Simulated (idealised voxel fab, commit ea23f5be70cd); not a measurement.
process module | voxel spacer lines
Cross-sectional view cut (width: 155 nm; square cell size: 5 nm).
Cross-section layout: square cells on a grid; listed as bands, top to bottom; a band spans one or more cell rows.
Look at the band entry: it leads with the top's height and the bottom's height in nm. Then it lists the materials left to right, with a width in nm for each. The word "full width" on a single material says that material fills the band edge to edge. The word "blank" is empty space.
Heights are measured from 0, the level below which the as-received wafer is all one material; the lowest band has no bottom and continues downward, written as in "top 0, no bottom".
Per-row width for "30->40": begins at first number (top row of band), ends at second number (bottom row), increment between rows held constant.
"no modification" for a step: no cell of the cross-section changed in that step.
Under "Closed void catalog" you'll find the enclosed gaps, the ones with no way out to the top, that are 8 cells or bigger; each reads width x height at distance, with distance counted from the left edge, everything in nm.
Heads up: the bit after the settings on a step's line is the simulator's remark on that step.
For masked steps, "overlay nm" on the step line gives how far right of plan the mask actually lay; a minus sign means it lay to the left.
-- Process steps (planned)
| 1 | RECEIVE | material Si |
| 2 | CONFORMAL_DEP | material Al2O3 | thk nm 10 |
| 3 | DIRECTIONAL_DEP | material SiN | thk nm 20 |
| 4 | DIRECTIONAL_DEP | material aC | thk nm 25 |
| 5 | PATTERN | tone cover | mask id MANDREL | material resist | width nm 20 | pitch nm 60 | thk nm 30 | overlay nm 0 |
| 6 | DIRECTIONAL_ETCH | etch materials aC | depth nm 25 |
| 7 | STRIP | etch materials resist |
| 8 | CONFORMAL_DEP | material SiO2 | thk nm 10 |
| 9 | DIRECTIONAL_ETCH | etch materials SiO2 | depth nm 10 |
| 10 | STRIP | etch materials aC |
| 11 | DIRECTIONAL_ETCH | etch materials SiN | depth nm 20 |
| 12 | STRIP | etch materials SiO2 |
-- Cross-section, incoming material, after step 1
top 0, no bottom = Si full width
Closed void catalog: none
-- Here's the wafer cut in cross-section after the module, started and planned just like above, except one thing was done wrong in the run
top 30, bottom 0 = Al2O3 full width
top 0, no bottom = Si full width
Closed void catalog: none
Against the plan, the run slipped here: step 3, actual vs plan mismatch, actual run DIRECTIONAL_DEP | material Al2O3 | thk nm 20
